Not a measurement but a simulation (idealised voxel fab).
Module name: voxel double patterning (process module)
Section cut is 190 nm wide and gridded with 5 nm square cells.
Cross-section spec: square-cell grid; bands listed top down; each band is one or more rows.
It is stipulated that each band's entry specify, in nanometres, the height of the top of the band and then that of its bottom, followed by the materials of the band in left-to-right sequence, each together with its width in nanometres. A single material marked by the word "all across" is understood to fill the band from edge to edge; the word "blank" is understood to denote empty space.
The level at which height equals 0 is the one under which the wafer, as it arrives, is entirely one material. No lower edge exists for the bottom band, which continues downward and is notated as in "0 and below".
A width such as "30 to 40" changes by the same amount from each row of cells to the next, from the band's top row to its bottom row.
"left unchanged", as given for a step, is the statement that not any cell of the cross-section underwent a change during that step.
"Internal closed voids" lists enclosed empty spaces (at least 8 cells, no open path upward to the top), each as width x height at distance from the left edge, in nm.
It should be noted that, on the line of a given step, the content following the step's settings is a remark produced by the simulator itself with respect to that step.
If you see "overlay nm" on a step's line and that step has a mask, it's telling you how far right of where it was planned the mask ended up; a negative number means it went left instead.
[The process steps that were planned are listed below]
1) RECEIVE, material Si
2) CONFORMAL_DEP, material SiO2, thk nm 5
3) DIRECTIONAL_DEP, material polySi, thk nm 10
4) DIRECTIONAL_DEP, material SiCN, thk nm 5
5) DIRECTIONAL_DEP, material aC, thk nm 15
6) PATTERN, tone open, mask id FIRST, material resist, width nm 15, pitch nm 50, thk nm 35, overlay nm 0
7) DIRECTIONAL_ETCH, etch materials aC, depth nm 15
8) STRIP, etch materials resist
9) DIRECTIONAL_ETCH, etch materials SiCN, depth nm 5
10) STRIP, etch materials aC
11) MASKED_ETCH, tone open, mask id SECOND, width nm 15, pitch nm 50, etch materials SiCN, depth nm 5, overlay nm 0
12) DIRECTIONAL_ETCH, etch materials polySi, depth nm 10
13) STRIP, etch materials SiCN
[First of two wafers - as planned]
[Here's what the wafer looked like in cross-section when it arrived - that's after step 1]
    0 and below | Si all across
    Internal closed voids: none
[The wafer in cross-section once step 2 is complete]
    5 down to 0 | SiO2 all across
    below 0: unchanged
[The wafer in cross-section once step 3 is complete]
    15 down to 5 | polySi all across
    below 5: unchanged
[The wafer in cross-section once step 4 is complete]
    20 down to 15 | SiCN all across
    below 15: unchanged
[The wafer in cross-section once step 5 is complete]
    35 down to 20 | aC all across
    below 20: unchanged
[The wafer in cross-section once step 6 is complete]
    70 down to 35 | 35 resist, then 15 blank, then 35 resist, then 15 blank, then 35 resist, then 15 blank, then 40 resist
    below 35: unchanged
[The wafer in cross-section once step 7 is complete]
    55 down to 35 | 35 resist, then 15 blank, then 35 resist, then 15 blank, then 35 resist, then 15 blank, then 40 resist
    35 down to 20 | 35 aC, then 15 blank, then 35 aC, then 15 blank, then 35 aC, then 15 blank, then 40 aC
    below 20: unchanged
[The wafer in cross-section once step 8 is complete]
    35 down to 20 | 35 aC, then 15 blank, then 35 aC, then 15 blank, then 35 aC, then 15 blank, then 40 aC
    below 20: unchanged
[The wafer in cross-section once step 9 is complete]
    35 down to 20 | 35 aC, then 15 blank, then 35 aC, then 15 blank, then 35 aC, then 15 blank, then 40 aC
    20 down to 15 | 35 SiCN, then 15 blank, then 35 SiCN, then 15 blank, then 35 SiCN, then 15 blank, then 40 SiCN
    below 15: unchanged
[The wafer in cross-section once step 10 is complete]
    20 down to 15 | 35 SiCN, then 15 blank, then 35 SiCN, then 15 blank, then 35 SiCN, then 15 blank, then 40 SiCN
    below 15: unchanged
[The wafer in cross-section once step 11 is complete]
    20 down to 15 | 35 SiCN, then 15 blank, then 10 SiCN, then 15 blank, then 10 SiCN, then 15 blank, then 10 SiCN, then 15 blank, then 10 SiCN, then 15 blank, then 40 SiCN
    below 15: unchanged
[The wafer in cross-section once step 12 is complete]
    20 down to 15 | 35 SiCN, then 15 blank, then 10 SiCN, then 15 blank, then 10 SiCN, then 15 blank, then 10 SiCN, then 15 blank, then 10 SiCN, then 15 blank, then 40 SiCN
    15 down to 5 | 35 polySi, then 15 blank, then 10 polySi, then 15 blank, then 10 polySi, then 15 blank, then 10 polySi, then 15 blank, then 10 polySi, then 15 blank, then 40 polySi
    below 5: unchanged
[The wafer in cross-section once step 13 is complete]
    15 down to 5 | 35 polySi, then 15 blank, then 10 polySi, then 15 blank, then 10 polySi, then 15 blank, then 10 polySi, then 15 blank, then 10 polySi, then 15 blank, then 40 polySi
    below 5: unchanged
[Wafer two. Identical start, identical plan. One mistake in execution. Identical history through step 6]
[Cross-sectional view of the second wafer at the intended end time of process step 7]
    40 down to 35 | 35 resist, then 15 blank, then 35 resist, then 15 blank, then 35 resist, then 15 blank, then 40 resist
    35 down to 20 | 35 aC, then 15 blank, then 35 aC, then 15 blank, then 35 aC, then 15 blank, then 40 aC
    below 20: unchanged
[Cross-sectional view of the second wafer at the intended end time of process step 8]
    35 down to 20 | 35 aC, then 15 blank, then 35 aC, then 15 blank, then 35 aC, then 15 blank, then 40 aC
    below 20: unchanged
[Cross-sectional view of the second wafer at the intended end time of process step 9]
    35 down to 20 | 35 aC, then 15 blank, then 35 aC, then 15 blank, then 35 aC, then 15 blank, then 40 aC
    20 down to 15 | 35 SiCN, then 15 blank, then 35 SiCN, then 15 blank, then 35 SiCN, then 15 blank, then 40 SiCN
    below 15: unchanged
[Cross-sectional view of the second wafer at the intended end time of process step 10]
    20 down to 15 | 35 SiCN, then 15 blank, then 35 SiCN, then 15 blank, then 35 SiCN, then 15 blank, then 40 SiCN
    below 15: unchanged
[Cross-sectional view of the second wafer at the intended end time of process step 11]
    20 down to 15 | 35 SiCN, then 15 blank, then 10 SiCN, then 15 blank, then 10 SiCN, then 15 blank, then 10 SiCN, then 15 blank, then 10 SiCN, then 15 blank, then 40 SiCN
    below 15: unchanged
[Cross-sectional view of the second wafer at the intended end time of process step 12]
    20 down to 15 | 35 SiCN, then 15 blank, then 10 SiCN, then 15 blank, then 10 SiCN, then 15 blank, then 10 SiCN, then 15 blank, then 10 SiCN, then 15 blank, then 40 SiCN
    15 down to 5 | 35 polySi, then 15 blank, then 10 polySi, then 15 blank, then 10 polySi, then 15 blank, then 10 polySi, then 15 blank, then 10 polySi, then 15 blank, then 40 polySi
    below 5: unchanged
[Cross-sectional view of the second wafer at the intended end time of process step 13]
    15 down to 5 | 35 polySi, then 15 blank, then 10 polySi, then 15 blank, then 10 polySi, then 15 blank, then 10 polySi, then 15 blank, then 10 polySi, then 15 blank, then 40 polySi
    below 5: unchanged
What was the processing mistake? plan step 7 was conducted twice
Final cross-sections of the two wafers are identical, so the mistake has no effect on what this model computes.
